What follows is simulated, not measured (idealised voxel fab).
The following is a process module called voxel spacer lines.
Pictured: cross-section cut, 210 nm wide, on a grid of 5 nm square cells.
A cross-section in this document is a grid of square cells, and it is written down as bands, the top band listed before the ones below it; a band is made up of one or more rows of cells.
Top, bottom (nm), then materials left to right with widths (nm); lone material tagged "full width" fills the whole band edge to edge; "blank" = empty space.
Heights are reckoned from 0. Under this level, the received wafer is all of one material. The bottommost band is open-ended downward, for example "from 0 down".
A width such as "30 to 40" changes by the same amount from each row of cells to the next, from the band's top row to its bottom row.
"left unchanged" -> step changed no cross-section cell.
So "Entrapped voids" is basically the list of trapped voids: any empty space of 8 cells or more that can't reach the top through an opening. They're written width x height at distance, the distance being from the left edge, and it's all nm.
Whatever follows a step's settings on its line is a remark the simulator itself makes about that step.
"overlay nm" denotes, for a step that has a mask, the displacement of the mask to the right of its planned place, with negative values corresponding to the left.

Here's what the planned process steps look like
1: RECEIVE | material Si
2: CONFORMAL_DEP | material Al2O3 | thk nm 5
3: DIRECTIONAL_DEP | material polySi | thk nm 15
4: DIRECTIONAL_DEP | material aC | thk nm 20
5: PATTERN | tone cover | mask id MANDREL | material resist | width nm 15 | pitch nm 60 | thk nm 25 | overlay nm 0
6: DIRECTIONAL_ETCH | etch materials aC | depth nm 20
7: STRIP | etch materials resist
8: CONFORMAL_DEP | material SiO2 | thk nm 15
9: DIRECTIONAL_ETCH | etch materials SiO2 | depth nm 5
10: STRIP | etch materials aC
11: DIRECTIONAL_ETCH | etch materials polySi | depth nm 15
12: STRIP | etch materials SiO2
13: FILL_DEP | material SiO2 | thk nm 10
14: CMP | height nm 20
Every wafer here starts from the same state; it is the step 9 depth nm that distinguishes them, and the value the plan gives belongs to the first wafer.

First of several wafers (as received, post step 1), cross-sectional view
> from 0 down = Si full width
> Entrapped voids: none

First of several wafers, sectioned at end of module (last step: step 14)
> from 20 to 5 = polySi full width
> from 5 to 0 = Al2O3 full width
> from 0 down = Si full width
> Entrapped voids: none

Last wafer x-sec, end of module
> from 20 to 5 = SiO2 50 nm; polySi 15 nm; SiO2 15 nm; polySi 15 nm; SiO2 15 nm; polySi 15 nm; SiO2 15 nm; polySi 15 nm; SiO2 55 nm
> from 5 to 0 = Al2O3 full width
> from 0 down = Si full width
> Entrapped voids: none

Tabulated below, wafer by wafer, are the end-of-module results: for each material, the number of cells gained (+) or lost (-) relative to the as-received state, followed by the closed voids
depth nm 5; +42 Al2O3; +126 polySi; Entrapped voids: none
depth nm 10; +42 Al2O3; +126 polySi; Entrapped voids: none
depth nm 15; +42 Al2O3; +90 SiO2; +36 polySi; Entrapped voids: none
depth nm 20; +42 Al2O3; +90 SiO2; +36 polySi; Entrapped voids: none
depth nm 25; +42 Al2O3; +90 SiO2; +36 polySi; Entrapped voids: none
depth nm 30; +42 Al2O3; +90 SiO2; +36 polySi; Entrapped voids: none
